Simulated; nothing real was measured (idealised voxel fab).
This section sets out a process module, namely voxel lift off.
Shown is cross-section cut, with a width of 300 nm and square cells of size 5 nm.
For the purposes of this document, a cross-section shall be understood as a grid of square cells, specified as bands listed in top-to-bottom order, each band consisting of one or more rows of cells. Top height, bottom height, nm. Materials left to right, width each, nm. Single material + "all across" = fills band edge to edge. "empty" = empty. Heights are reckoned from 0. Under this level, the received wafer is all of one material. The bottommost band is open-ended downward, for example "0..down". Top row gets the first number, bottom row gets the second, and each row in between changes by the same step: that is how a band width like "30->40" works. It should be understood that the words "remained the same", when stated for a given step, signify that the cross-section underwent no change in any of its cells during that step. You'll see "Completely sealed voids" listing empty spaces that have no way open to the top, as long as they're 8 cells or more; the notation is width x height at distance, where the distance is from the left edge, and all of it is in nm. Step line, after settings: the simulator's comment on this step. overlay nm: step with mask; distance mask lay right of planned place; negative value = left of planned place.

## List of planned process steps
1) RECEIVE with material Si
2) CONFORMAL_DEP with material Al2O3, thk nm 10
3) PATTERN with tone open, mask id LINES, material resist, width nm 20, pitch nm 35, thk nm 30, overlay nm 0
4) DIRECTIONAL_DEP with material Ru, thk nm 15
5) STRIP with etch materials resist
6) CONFORMAL_DEP with material SiCN, thk nm 10

## Received-state cross-section, reflecting completion of step 1
- 0..down  Si all across
- Completely sealed voids: none

## End-of-module cross-section of the first of two wafers, processed as planned
- 35..25  110 empty / 75 SiCN / 115 empty
- 25..20  110 empty / 10 SiCN / 20 Ru / 15 SiCN / 20 Ru / 10 SiCN / 115 empty
- 20..10  120 SiCN / 20 Ru / 15 SiCN / 20 Ru / 125 SiCN
- 10..0  Al2O3 all across
- 0..down  Si all across
- Completely sealed voids: none

## Wafer two, end of module, cross-section. Same start, same plan as wafer one. One mistake in the run
- 35..20  110 empty / 75 SiCN / 115 empty
- 20..10  SiCN all across
- 10..0  Al2O3 all across
- 0..down  Si all across
- Completely sealed voids: none
Heads up, the wafer didn't run the way we planned it: step 4 was processed under conditions differing from the plan, specifically as DIRECTIONAL_DEP with material SiCN, thk nm 15
Final comparison by cell count, materials where the second wafer has more or fewer than the first: 24 fewer of Ru | 24 more of SiCN
